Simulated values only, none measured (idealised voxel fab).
process module | voxel capacitor over wiring
cross-section cut | 300 nm wide | cells 5 nm
A cross-section is a grid of square cells, given in bands from the top down. A band is one or more rows of cells.
Each band's line starts with the height of the band's top and of its bottom, in nm. Then come its materials from left to right, each with its width in nm. One material with "throughout" fills the band from edge to edge. "air" is empty space.
Height 0 is the level under which the wafer as received is all one material. The lowest band goes on downwards, as in "0 down".
A width such as "30 to 40" changes by the same amount from each row of cells to the next, from the band's top row to its bottom row.
"no change" after a step means that no cell of the cross-section changed.
closed voids: empty space of 8 cells or more with no open way to the top, each as width x height at its distance from the left edge, in nm
after a step's settings: what the simulator itself notes on the step
overlay nm, on a step with a mask: how far to the right of its planned place the mask lay; to the left if negative
plan
1 op RECEIVE | material Si
2 op CONFORMAL_DEP | material SiO2 | thk nm 10
3 op CONFORMAL_DEP | material SiN | thk nm 5
4 op DIRECTIONAL_DEP | material SiO2 | thk nm 25
5 op DIRECTIONAL_DEP | material aC | thk nm 10
6 op PATTERN | tone open | mask id METAL_1 | material resist | width nm 30 | pitch nm 85 | thk nm 30 | overlay nm 0
7 op DIRECTIONAL_ETCH | etch materials aC | depth nm 10
8 op STRIP | etch materials resist
9 op DIRECTIONAL_ETCH | etch materials SiO2 | depth nm 25
10 op DIRECTIONAL_ETCH | etch materials SiN | depth nm 5
11 op STRIP | etch materials aC
12 op CONFORMAL_DEP | material TiN | thk nm 5
13 op FILL_DEP | material Cu | thk nm 10
14 op CMP | height nm 40
15 op CONFORMAL_DEP | material SiCN | thk nm 5
16 op DIRECTIONAL_DEP | material lowk | thk nm 20
17 op MASKED_ETCH | tone open | mask id PLUG_1 | width nm 15 | etch materials lowk | depth nm 20 | overlay nm 0
18 op MASKED_ETCH | tone open | mask id PLUG_1 | width nm 15 | etch materials SiCN | depth nm 5 | overlay nm 0
19 op EPI | material Ru | thk nm 10
20 op EPI | material Ru | thk nm 10
21 op EPI | material Ru | thk nm 5
22 op DIRECTIONAL_DEP | material TiN | thk nm 10
23 op DIRECTIONAL_DEP | material SiN | thk nm 5
24 op DIRECTIONAL_DEP | material TiN | thk nm 5
25 op MASKED_ETCH | tone cover | mask id UPPER_PLATE | width nm 60 | etch materials TiN | depth nm 5 | overlay nm 0
26 op MASKED_ETCH | tone cover | mask id UPPER_PLATE | width nm 60 | etch materials SiN | depth nm 5 | overlay nm 0
27 op PATTERN | tone cover | mask id LOWER_PLATE | material resist | width nm 70 | thk nm 15 | overlay nm 0
28 op DIRECTIONAL_ETCH | etch materials TiN | depth nm 10
29 op STRIP | etch materials resist
30 op FILL_DEP | material SiO2 | thk nm 15
31 op CMP | height nm 95
32 op MASKED_ETCH | tone open | mask id PLUG_2 | width nm 15 | etch materials SiO2 | depth nm 10 | overlay nm 0
33 op CONFORMAL_DEP | material TiN | thk nm 5
34 op FILL_DEP | material W | thk nm 5
35 op CMP | height nm 95
36 op CONFORMAL_DEP | material SiCN | thk nm 5
first wafer, as planned
as received, after step 1
  0 down: Si throughout
  closed voids: none
after step 2
  10 to 0: SiO2 throughout
  below 0: unchanged
after step 3
  15 to 10: SiN throughout
  below 10: unchanged
after step 4
  40 to 15: SiO2 throughout
  below 15: unchanged
after step 5
  50 to 40: aC throughout
  below 40: unchanged
after step 6
  80 to 50: resist 90 | air 30 | resist 55 | air 30 | resist 95
  below 50: unchanged
after step 7
  70 to 50: resist 90 | air 30 | resist 55 | air 30 | resist 95
  50 to 40: aC 90 | air 30 | aC 55 | air 30 | aC 95
  below 40: unchanged
after step 8
  50 to 40: aC 90 | air 30 | aC 55 | air 30 | aC 95
  below 40: unchanged
after step 9
  50 to 40: aC 90 | air 30 | aC 55 | air 30 | aC 95
  40 to 15: SiO2 90 | air 30 | SiO2 55 | air 30 | SiO2 95
  below 15: unchanged
after step 10
  50 to 40: aC 90 | air 30 | aC 55 | air 30 | aC 95
  40 to 15: SiO2 90 | air 30 | SiO2 55 | air 30 | SiO2 95
  15 to 10: SiN 90 | air 30 | SiN 55 | air 30 | SiN 95
  below 10: unchanged
after step 11
  40 to 15: SiO2 90 | air 30 | SiO2 55 | air 30 | SiO2 95
  below 15: unchanged
after step 12
  45 to 40: TiN 95 | air 20 | TiN 65 | air 20 | TiN 100
  40 to 15: SiO2 90 | TiN 5 | air 20 | TiN 5 | SiO2 55 | TiN 5 | air 20 | TiN 5 | SiO2 95
  15 to 10: SiN 90 | TiN 30 | SiN 55 | TiN 30 | SiN 95
  below 10: unchanged
after step 13
  55 to 45: Cu throughout
  45 to 40: TiN 95 | Cu 20 | TiN 65 | Cu 20 | TiN 100
  40 to 15: SiO2 90 | TiN 5 | Cu 20 | TiN 5 | SiO2 55 | TiN 5 | Cu 20 | TiN 5 | SiO2 95
  below 15: unchanged
after step 14
  40 to 15: SiO2 90 | TiN 5 | Cu 20 | TiN 5 | SiO2 55 | TiN 5 | Cu 20 | TiN 5 | SiO2 95
  below 15: unchanged
after step 15
  45 to 40: SiCN throughout
  below 40: unchanged
after step 16
  65 to 45: lowk throughout
  below 45: unchanged
after step 17
  65 to 45: lowk 105 | air 15 | lowk 180
  below 45: unchanged
after step 18
  65 to 45: lowk 105 | air 15 | lowk 180
  45 to 40: SiCN 105 | air 15 | SiCN 180
  below 40: unchanged
after step 19
  65 to 50: lowk 105 | air 15 | lowk 180
  50 to 45: lowk 105 | Ru 15 | lowk 180
  45 to 40: SiCN 105 | Ru 15 | SiCN 180
  below 40: unchanged
after step 20
  65 to 60: lowk 105 | air 15 | lowk 180
  60 to 45: lowk 105 | Ru 15 | lowk 180
  below 45: unchanged
after step 21
  65 to 45: lowk 105 | Ru 15 | lowk 180
  below 45: unchanged
after step 22
  75 to 65: TiN throughout
  below 65: unchanged
after step 23
  80 to 75: SiN throughout
  below 75: unchanged
after step 24
  85 to 80: TiN throughout
  below 80: unchanged
after step 25
  85 to 80: air 105 | TiN 60 | air 135
  below 80: unchanged
after step 26
  85 to 80: air 105 | TiN 60 | air 135
  80 to 75: air 105 | SiN 60 | air 135
  below 75: unchanged
after step 27
  100 to 85: air 100 | resist 70 | air 130
  85 to 80: air 100 | resist 5 | TiN 60 | resist 5 | air 130
  80 to 75: air 100 | resist 5 | SiN 60 | resist 5 | air 130
  below 75: unchanged
after step 28
  100 to 85: air 100 | resist 70 | air 130
  85 to 80: air 100 | resist 5 | TiN 60 | resist 5 | air 130
  80 to 75: air 100 | resist 5 | SiN 60 | resist 5 | air 130
  75 to 65: air 100 | TiN 70 | air 130
  below 65: unchanged
after step 29
  85 to 80: air 105 | TiN 60 | air 135
  80 to 75: air 105 | SiN 60 | air 135
  below 75: unchanged
after step 30
  100 to 85: SiO2 throughout
  85 to 80: SiO2 105 | TiN 60 | SiO2 135
  80 to 75: SiO2 105 | SiN 60 | SiO2 135
  75 to 65: SiO2 100 | TiN 70 | SiO2 130
  below 65: unchanged
after step 31
  95 to 85: SiO2 throughout
  below 85: unchanged
after step 32
  95 to 85: SiO2 115 | air 15 | SiO2 170
  below 85: unchanged
after step 33
  100 to 95: TiN 120 | air 5 | TiN 175
  95 to 90: SiO2 115 | TiN 5 | air 5 | TiN 5 | SiO2 170
  90 to 80: SiO2 115 to 105 | TiN 15 to 60 | SiO2 170 to 135
  below 80: unchanged
after step 34
  105 to 100: W throughout
  100 to 95: TiN 120 | W 5 | TiN 175
  95 to 90: SiO2 115 | TiN 5 | W 5 | TiN 5 | SiO2 170
  below 90: unchanged
after step 35
  95 to 90: SiO2 115 | TiN 5 | W 5 | TiN 5 | SiO2 170
  below 90: unchanged
after step 36
  100 to 95: SiCN throughout
  below 95: unchanged
second wafer: like start, like plan, one mistake. Through step 12 it matches the first wafer
when step 13 should have ended
  55 to 45: SiCN throughout
  45 to 40: TiN 95 | SiCN 20 | TiN 65 | SiCN 20 | TiN 100
  40 to 15: SiO2 90 | TiN 5 | SiCN 20 | TiN 5 | SiO2 55 | TiN 5 | SiCN 20 | TiN 5 | SiO2 95
  below 15: unchanged
when step 14 should have ended
  40 to 15: SiO2 90 | TiN 5 | SiCN 20 | TiN 5 | SiO2 55 | TiN 5 | SiCN 20 | TiN 5 | SiO2 95
  below 15: unchanged
when step 15 should have ended
  45 to 40: SiCN throughout
  below 40: unchanged
when step 16 should have ended
  65 to 45: lowk throughout
  below 45: unchanged
when step 17 should have ended
  65 to 45: lowk 105 | air 15 | lowk 180
  below 45: unchanged
when step 18 should have ended
  65 to 45: lowk 105 | air 15 | lowk 180
  45 to 40: SiCN 105 | air 15 | SiCN 180
  below 40: unchanged
when step 19 should have ended
  65 to 50: lowk 105 | air 15 | lowk 180
  50 to 45: lowk 105 | Ru 15 | lowk 180
  45 to 40: SiCN 105 | Ru 15 | SiCN 180
  below 40: unchanged
when step 20 should have ended
  65 to 60: lowk 105 | air 15 | lowk 180
  60 to 45: lowk 105 | Ru 15 | lowk 180
  below 45: unchanged
when step 21 should have ended
  65 to 45: lowk 105 | Ru 15 | lowk 180
  below 45: unchanged
when step 22 should have ended
  75 to 65: TiN throughout
  below 65: unchanged
when step 23 should have ended
  80 to 75: SiN throughout
  below 75: unchanged
when step 24 should have ended
  85 to 80: TiN throughout
  below 80: unchanged
when step 25 should have ended
  85 to 80: air 105 | TiN 60 | air 135
  below 80: unchanged
when step 26 should have ended
  85 to 80: air 105 | TiN 60 | air 135
  80 to 75: air 105 | SiN 60 | air 135
  below 75: unchanged
when step 27 should have ended
  100 to 85: air 100 | resist 70 | air 130
  85 to 80: air 100 | resist 5 | TiN 60 | resist 5 | air 130
  80 to 75: air 100 | resist 5 | SiN 60 | resist 5 | air 130
  below 75: unchanged
when step 28 should have ended
  100 to 85: air 100 | resist 70 | air 130
  85 to 80: air 100 | resist 5 | TiN 60 | resist 5 | air 130
  80 to 75: air 100 | resist 5 | SiN 60 | resist 5 | air 130
  75 to 65: air 100 | TiN 70 | air 130
  below 65: unchanged
when step 29 should have ended
  85 to 80: air 105 | TiN 60 | air 135
  80 to 75: air 105 | SiN 60 | air 135
  below 75: unchanged
when step 30 should have ended
  100 to 85: SiO2 throughout
  85 to 80: SiO2 105 | TiN 60 | SiO2 135
  80 to 75: SiO2 105 | SiN 60 | SiO2 135
  75 to 65: SiO2 100 | TiN 70 | SiO2 130
  below 65: unchanged
when step 31 should have ended
  95 to 85: SiO2 throughout
  below 85: unchanged
when step 32 should have ended
  95 to 85: SiO2 115 | air 15 | SiO2 170
  below 85: unchanged
when step 33 should have ended
  100 to 95: TiN 120 | air 5 | TiN 175
  95 to 90: SiO2 115 | TiN 5 | air 5 | TiN 5 | SiO2 170
  90 to 80: SiO2 115 to 105 | TiN 15 to 60 | SiO2 170 to 135
  below 80: unchanged
when step 34 should have ended
  105 to 100: W throughout
  100 to 95: TiN 120 | W 5 | TiN 175
  95 to 90: SiO2 115 | TiN 5 | W 5 | TiN 5 | SiO2 170
  below 90: unchanged
when step 35 should have ended
  95 to 90: SiO2 115 | TiN 5 | W 5 | TiN 5 | SiO2 170
  below 90: unchanged
when step 36 should have ended
  100 to 95: SiCN throughout
  below 95: unchanged
what went wrong: step 13 ran as: op FILL_DEP | material SiCN | thk nm 10
at the end the second wafer has, in cells: 40 fewer of Cu | 40 more of SiCN
